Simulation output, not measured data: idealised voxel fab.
Presented below is a process module, voxel ribs on slabs.
Cross-sectional view cut (width: 265 nm; square cell size: 5 nm).
The cross-sections in this document take the form of a grid made of square cells. They are written out as bands, in order from top to bottom. Each band consists of one or more rows of cells. In this notation a band is specified by the heights of its top and bottom, in that order and in nm, after which its materials appear from left to right, each paired with its width in nm. The word "throughout" attached to a single material means that material fills the band from edge to edge; the word "empty" stands for empty space. Heights are expressed relative to 0, this being the level below which the as-received wafer comprises one material exclusively. The lowest band is unbounded in the downward direction and is denoted as in "0..down". A width given as "30..40" starts at the first number in the band's top row and ends at the second number in its bottom row, shifting by an equal amount at every step from row to row. "no change" means the step left every cell of the cross-section as it was. You'll see "Voids, sealed" listing empty spaces that have no way open to the top, as long as they're 8 cells or more; the notation is width x height at distance, where the distance is from the left edge, and all of it is in nm. It should be noted that, on the line of a given step, the content following the step's settings is a remark produced by the simulator itself with respect to that step. The line of a step may include "overlay nm". On a step with a mask, this value is how far to the right of its planned place the mask lay. A negative value means the mask lay to the left.

**Steps in the process plan**
1 RECEIVE | material Si
2 DIRECTIONAL_DEP | material SiO2 | thk nm 30
3 DIRECTIONAL_DEP | material polySi | thk nm 20
4 PATTERN | tone cover | mask id RIB | material resist | width nm 15 | thk nm 20 | overlay nm 0
5 DIRECTIONAL_ETCH | etch materials polySi | depth nm 10
6 STRIP | etch materials resist
7 MASKED_ETCH | tone cover | mask id SLAB | width nm 65 | etch materials polySi | depth nm 10 | overlay nm 0
8 FILL_DEP | material SiO2 | thk nm 15
9 CMP | height nm 60
10 DIRECTIONAL_DEP | material W | thk nm 5
11 MASKED_ETCH | tone cover | mask id HEATER | width nm 35 | etch materials W | depth nm 5 | overlay nm 0
12 CONFORMAL_DEP | material SiN | thk nm 10
The width nm used in step 4 is not the same on every wafer, whereas the starting condition is; the value printed in the plan is the first wafer's.

**First of several wafers, received after step 1, in cross-section**
	0..down  Si throughout
	Voids, sealed: none

**Rows = wafers. At module end, each row lists per material the cells gained (+) or lost (-) since the wafer was received, then the closed voids**
width nm 15; +110 SiN; +604 SiO2; +7 W; +32 polySi; Voids, sealed: none
width nm 20; +110 SiN; +602 SiO2; +7 W; +34 polySi; Voids, sealed: none
width nm 25; +110 SiN; +600 SiO2; +7 W; +36 polySi; Voids, sealed: none
width nm 30; +110 SiN; +598 SiO2; +7 W; +38 polySi; Voids, sealed: none
width nm 35; +110 SiN; +596 SiO2; +7 W; +40 polySi; Voids, sealed: none
width nm 40; +110 SiN; +594 SiO2; +7 W; +42 polySi; Voids, sealed: none
